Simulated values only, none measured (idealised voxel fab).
Name of the process module below: voxel plated lines
We display cut, a cross-section 200 nm in width whose square cells are each 5 nm.
Cross-section format: a grid of square cells, given as bands from top to bottom; each band is one or more rows of cells.
Band: top height; bottom height; in nm. Then, left to right: material with width in nm, for each material. "throughout": a single material spanning edge to edge. "blank": empty space.
Height is counted from the level 0, under which the received wafer is composed throughout of one material. The lowest of the bands is not closed at the bottom but continues downward, in the notation "0..down".
A two-number width, for instance "30->40", indicates that the width is equal to the first number in the top row of the band and to the second number in the bottom row, and that it changes by a constant amount per row of cells.
"stayed the same" -> step changed no cross-section cell.
Basically, "Voids lacking openings" tells you about the enclosed voids: empty spaces with no open way to the top, 8 cells or bigger, each written width x height at distance, where distance is from the left edge, all in nm.
The remark found on a step's line after its settings is issued by the simulator itself and pertains to that step.
Regarding "overlay nm": on a step with a mask, it is the distance the mask lay to the right of its planned place; a negative value places it to the left.
-- Planned process steps
1: RECEIVE with material Si
2: CONFORMAL_DEP with material SiN, thk nm 5
3: DIRECTIONAL_DEP with material TiN, thk nm 5
4: PATTERN with tone open, mask id LINES, material resist, width nm 25, pitch nm 45, thk nm 35, overlay nm 0
5: EPI with material Ru, thk nm 5
6: EPI with material Ru, thk nm 5
7: EPI with material Ru, thk nm 10
8: STRIP with etch materials resist
9: DIRECTIONAL_ETCH with etch materials TiN, depth nm 5
10: CONFORMAL_DEP with material SiO2, thk nm 5
What sets these wafers apart? The thk nm at step 10. They all start alike, and the plan carries the first wafer's value.
-- Sectional view: first of several wafers, as received, after step 1
	0..down | Si throughout
	Voids lacking openings: none
-- Where each wafer stands at the end of the module, a row apiece: cells of each material gained (+) or lost (-) since it was received, then closed voids
thk nm 5 | +60 Ru | +40 SiN | +70 SiO2 | +15 TiN | Voids lacking openings: none
thk nm 10 | +60 Ru | +40 SiN | +140 SiO2 | +15 TiN | Voids lacking openings: none
thk nm 15 | +60 Ru | +40 SiN | +190 SiO2 | +15 TiN | Voids lacking openings: none
thk nm 20 | +60 Ru | +40 SiN | +240 SiO2 | +15 TiN | Voids lacking openings: none
thk nm 25 | +60 Ru | +40 SiN | +290 SiO2 | +15 TiN | Voids lacking openings: none
